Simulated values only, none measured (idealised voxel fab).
Proc. module: voxel quadruple lines
Section cut is 225 nm wide and gridded with 5 nm square cells.
Throughout this document, each cross-section is represented as a grid of square cells and is presented as a sequence of bands enumerated from the top downward, where a band comprises one or more rows of cells. What a band's entry tells you: where the top is and where the bottom is, as heights in nm, and after that what lies inside, material by material from left to right, each with its width in nm. Empty space is written as the word "empty", and a single material marked with the word "edge to edge" occupies the band from edge to edge. Zero point of the height axis is 0; under it, received wafer = one material. Lowest band: continues down indefinitely, "top 0, no bottom". With a width like "30..40", each row of cells in the band differs from the next by the same amount, the top row carrying the first number and the bottom row the second. "all unchanged" means the step left every cell of the cross-section as it was. For the entry "Voids, fully enclosed", the listed items are empty spaces with no open way to the top whose size is 8 cells or more; each item follows the pattern width x height at distance, where distance is from the left edge and all three are in nm. Whatever follows a step's settings on its line is a remark the simulator itself makes about that step. "overlay nm" answers the question of how far to the right of plan the mask lay on a step that has a mask, and when it is negative the answer is to the left.
# Intended process steps
1. RECEIVE, material Si
2. CONFORMAL_DEP, material Al2O3, thk nm 5
3. DIRECTIONAL_DEP, material TiN, thk nm 15
4. DIRECTIONAL_DEP, material polySi, thk nm 20
5. DIRECTIONAL_DEP, material aC, thk nm 25
6. PATTERN, tone cover, mask id MANDREL, material resist, width nm 25, pitch nm 80, thk nm 35, overlay nm 0
7. DIRECTIONAL_ETCH, etch materials aC, depth nm 25
8. STRIP, etch materials resist
9. CONFORMAL_DEP, material SiO2, thk nm 15
10. DIRECTIONAL_ETCH, etch materials SiO2, depth nm 15
11. STRIP, etch materials aC
12. DIRECTIONAL_ETCH, etch materials polySi, depth nm 20
13. STRIP, etch materials SiO2
14. CONFORMAL_DEP, material SiCN, thk nm 5
15. DIRECTIONAL_ETCH, etch materials SiCN, depth nm 5
16. STRIP, etch materials polySi
17. DIRECTIONAL_ETCH, etch materials TiN, depth nm 15
18. STRIP, etch materials SiCN
19. FILL_DEP, material SiO2, thk nm 10
20. CMP, height nm 20
# First of the two wafers, run per plan
# As received (post step 1): cross-section
    top 0, no bottom = Si edge to edge
    Voids, fully enclosed: none
# Sectional view: wafer, after step 2
    top 5, bottom 0 = Al2O3 edge to edge
    below 0: unchanged
# Sectional view: wafer, after step 3
    top 20, bottom 5 = TiN edge to edge
    below 5: unchanged
# Sectional view: wafer, after step 4
    top 40, bottom 20 = polySi edge to edge
    below 20: unchanged
# Sectional view: wafer, after step 5
    top 65, bottom 40 = aC edge to edge
    below 40: unchanged
# Sectional view: wafer, after step 6
    top 100, bottom 65 = empty=60; resist=25; empty=55; resist=25; empty=60
    below 65: unchanged
# Sectional view: wafer, after step 7
    top 75, bottom 65 = empty=60; resist=25; empty=55; resist=25; empty=60
    top 65, bottom 40 = empty=60; aC=25; empty=55; aC=25; empty=60
    below 40: unchanged
# Sectional view: wafer, after step 8
    top 65, bottom 40 = empty=60; aC=25; empty=55; aC=25; empty=60
    below 40: unchanged
# Sectional view: wafer, after step 9
    top 80, bottom 65 = empty=45; SiO2=55; empty=25; SiO2=55; empty=45
    top 65, bottom 55 = empty=45; SiO2=15; aC=25; SiO2=15; empty=25; SiO2=15; aC=25; SiO2=15; empty=45
    top 55, bottom 40 = SiO2=60; aC=25; SiO2=55; aC=25; SiO2=60
    below 40: unchanged
# Sectional view: wafer, after step 10
    top 65, bottom 40 = empty=45; SiO2=15; aC=25; SiO2=15; empty=25; SiO2=15; aC=25; SiO2=15; empty=45
    below 40: unchanged
# Sectional view: wafer, after step 11
    top 65, bottom 40 = empty=45; SiO2=15; empty=25; SiO2=15; empty=25; SiO2=15; empty=25; SiO2=15; empty=45
    below 40: unchanged
# Sectional view: wafer, after step 12
    top 65, bottom 40 = empty=45; SiO2=15; empty=25; SiO2=15; empty=25; SiO2=15; empty=25; SiO2=15; empty=45
    top 40, bottom 20 = empty=45; polySi=15; empty=25; polySi=15; empty=25; polySi=15; empty=25; polySi=15; empty=45
    below 20: unchanged
# Sectional view: wafer, after step 13
    top 40, bottom 20 = empty=45; polySi=15; empty=25; polySi=15; empty=25; polySi=15; empty=25; polySi=15; empty=45
    below 20: unchanged
# Sectional view: wafer, after step 14
    top 45, bottom 40 = empty=40; SiCN=25; empty=15; SiCN=25; empty=15; SiCN=25; empty=15; SiCN=25; empty=40
    top 40, bottom 25 = empty=40; SiCN=5; polySi=15; SiCN=5; empty=15; SiCN=5; polySi=15; SiCN=5; empty=15; SiCN=5; polySi=15; SiCN=5; empty=15; SiCN=5; polySi=15; SiCN=5; empty=40
    top 25, bottom 20 = SiCN=45; polySi=15; SiCN=25; polySi=15; SiCN=25; polySi=15; SiCN=25; polySi=15; SiCN=45
    below 20: unchanged
# Sectional view: wafer, after step 15
    top 40, bottom 20 = empty=40; SiCN=5; polySi=15; SiCN=5; empty=15; SiCN=5; polySi=15; SiCN=5; empty=15; SiCN=5; polySi=15; SiCN=5; empty=15; SiCN=5; polySi=15; SiCN=5; empty=40
    below 20: unchanged
# Sectional view: wafer, after step 16
    top 40, bottom 20 = empty=40; SiCN=5; empty=15; SiCN=5; empty=15; SiCN=5; empty=15; SiCN=5; empty=15; SiCN=5; empty=15; SiCN=5; empty=15; SiCN=5; empty=15; SiCN=5; empty=40
    below 20: unchanged
# Sectional view: wafer, after step 17
    top 40, bottom 20 = empty=40; SiCN=5; empty=15; SiCN=5; empty=15; SiCN=5; empty=15; SiCN=5; empty=15; SiCN=5; empty=15; SiCN=5; empty=15; SiCN=5; empty=15; SiCN=5; empty=40
    top 20, bottom 5 = empty=40; TiN=5; empty=15; TiN=5; empty=15; TiN=5; empty=15; TiN=5; empty=15; TiN=5; empty=15; TiN=5; empty=15; TiN=5; empty=15; TiN=5; empty=40
    below 5: unchanged
# Sectional view: wafer, after step 18
    top 20, bottom 5 = empty=40; TiN=5; empty=15; TiN=5; empty=15; TiN=5; empty=15; TiN=5; empty=15; TiN=5; empty=15; TiN=5; empty=15; TiN=5; empty=15; TiN=5; empty=40
    below 5: unchanged
# Sectional view: wafer, after step 19
    top 30, bottom 20 = SiO2 edge to edge
    top 20, bottom 5 = SiO2=40; TiN=5; SiO2=15; TiN=5; SiO2=15; TiN=5; SiO2=15; TiN=5; SiO2=15; TiN=5; SiO2=15; TiN=5; SiO2=15; TiN=5; SiO2=15; TiN=5; SiO2=40
    below 5: unchanged
# Sectional view: wafer, after step 20
    top 20, bottom 5 = SiO2=40; TiN=5; SiO2=15; TiN=5; SiO2=15; TiN=5; SiO2=15; TiN=5; SiO2=15; TiN=5; SiO2=15; TiN=5; SiO2=15; TiN=5; SiO2=15; TiN=5; SiO2=40
    below 5: unchanged
# The Second Wafer: Common Origin and Plan, One Mistake in Execution, Identical to the First Through Step 1
X-section, second wafer, when step 2 was due to finish: all unchanged
# X-section, second wafer, when step 3 was due to finish
    top 15, bottom 0 = TiN edge to edge
    below 0: unchanged
# X-section, second wafer, when step 4 was due to finish
    top 35, bottom 15 = polySi edge to edge
    below 15: unchanged
# X-section, second wafer, when step 5 was due to finish
    top 60, bottom 35 = aC edge to edge
    below 35: unchanged
# X-section, second wafer, when step 6 was due to finish
    top 95, bottom 60 = empty=60; resist=25; empty=55; resist=25; empty=60
    below 60: unchanged
# X-section, second wafer, when step 7 was due to finish
    top 70, bottom 60 = empty=60; resist=25; empty=55; resist=25; empty=60
    top 60, bottom 35 = empty=60; aC=25; empty=55; aC=25; empty=60
    below 35: unchanged
# X-section, second wafer, when step 8 was due to finish
    top 60, bottom 35 = empty=60; aC=25; empty=55; aC=25; empty=60
    below 35: unchanged
# X-section, second wafer, when step 9 was due to finish
    top 75, bottom 60 = empty=45; SiO2=55; empty=25; SiO2=55; empty=45
    top 60, bottom 50 = empty=45; SiO2=15; aC=25; SiO2=15; empty=25; SiO2=15; aC=25; SiO2=15; empty=45
    top 50, bottom 35 = SiO2=60; aC=25; SiO2=55; aC=25; SiO2=60
    below 35: unchanged
# X-section, second wafer, when step 10 was due to finish
    top 60, bottom 35 = empty=45; SiO2=15; aC=25; SiO2=15; empty=25; SiO2=15; aC=25; SiO2=15; empty=45
    below 35: unchanged
# X-section, second wafer, when step 11 was due to finish
    top 60, bottom 35 = empty=45; SiO2=15; empty=25; SiO2=15; empty=25; SiO2=15; empty=25; SiO2=15; empty=45
    below 35: unchanged
# X-section, second wafer, when step 12 was due to finish
    top 60, bottom 35 = empty=45; SiO2=15; empty=25; SiO2=15; empty=25; SiO2=15; empty=25; SiO2=15; empty=45
    top 35, bottom 15 = empty=45; polySi=15; empty=25; polySi=15; empty=25; polySi=15; empty=25; polySi=15; empty=45
    below 15: unchanged
# X-section, second wafer, when step 13 was due to finish
    top 35, bottom 15 = empty=45; polySi=15; empty=25; polySi=15; empty=25; polySi=15; empty=25; polySi=15; empty=45
    below 15: unchanged
# X-section, second wafer, when step 14 was due to finish
    top 40, bottom 35 = empty=40; SiCN=25; empty=15; SiCN=25; empty=15; SiCN=25; empty=15; SiCN=25; empty=40
    top 35, bottom 20 = empty=40; SiCN=5; polySi=15; SiCN=5; empty=15; SiCN=5; polySi=15; SiCN=5; empty=15; SiCN=5; polySi=15; SiCN=5; empty=15; SiCN=5; polySi=15; SiCN=5; empty=40
    top 20, bottom 15 = SiCN=45; polySi=15; SiCN=25; polySi=15; SiCN=25; polySi=15; SiCN=25; polySi=15; SiCN=45
    below 15: unchanged
# X-section, second wafer, when step 15 was due to finish
    top 35, bottom 15 = empty=40; SiCN=5; polySi=15; SiCN=5; empty=15; SiCN=5; polySi=15; SiCN=5; empty=15; SiCN=5; polySi=15; SiCN=5; empty=15; SiCN=5; polySi=15; SiCN=5; empty=40
    below 15: unchanged
# X-section, second wafer, when step 16 was due to finish
    top 35, bottom 15 = empty=40; SiCN=5; empty=15; SiCN=5; empty=15; SiCN=5; empty=15; SiCN=5; empty=15; SiCN=5; empty=15; SiCN=5; empty=15; SiCN=5; empty=15; SiCN=5; empty=40
    below 15: unchanged
# X-section, second wafer, when step 17 was due to finish
    top 35, bottom 15 = empty=40; SiCN=5; empty=15; SiCN=5; empty=15; SiCN=5; empty=15; SiCN=5; empty=15; SiCN=5; empty=15; SiCN=5; empty=15; SiCN=5; empty=15; SiCN=5; empty=40
    top 15, bottom 0 = empty=40; TiN=5; empty=15; TiN=5; empty=15; TiN=5; empty=15; TiN=5; empty=15; TiN=5; empty=15; TiN=5; empty=15; TiN=5; empty=15; TiN=5; empty=40
    below 0: unchanged
# X-section, second wafer, when step 18 was due to finish
    top 15, bottom 0 = empty=40; TiN=5; empty=15; TiN=5; empty=15; TiN=5; empty=15; TiN=5; empty=15; TiN=5; empty=15; TiN=5; empty=15; TiN=5; empty=15; TiN=5; empty=40
    below 0: unchanged
# X-section, second wafer, when step 19 was due to finish
    top 25, bottom 15 = SiO2 edge to edge
    top 15, bottom 0 = SiO2=40; TiN=5; SiO2=15; TiN=5; SiO2=15; TiN=5; SiO2=15; TiN=5; SiO2=15; TiN=5; SiO2=15; TiN=5; SiO2=15; TiN=5; SiO2=15; TiN=5; SiO2=40
    below 0: unchanged
# X-section, second wafer, when step 20 was due to finish
    top 20, bottom 15 = SiO2 edge to edge
    below 15: unchanged
In executing the process, a mistake was made relative to the plan: the plan's step 2 was left out and never carried out
The final cell counts differ between the wafers, with the second having more or fewer of some materials than the first: Al2O3 -45, SiO2 +45
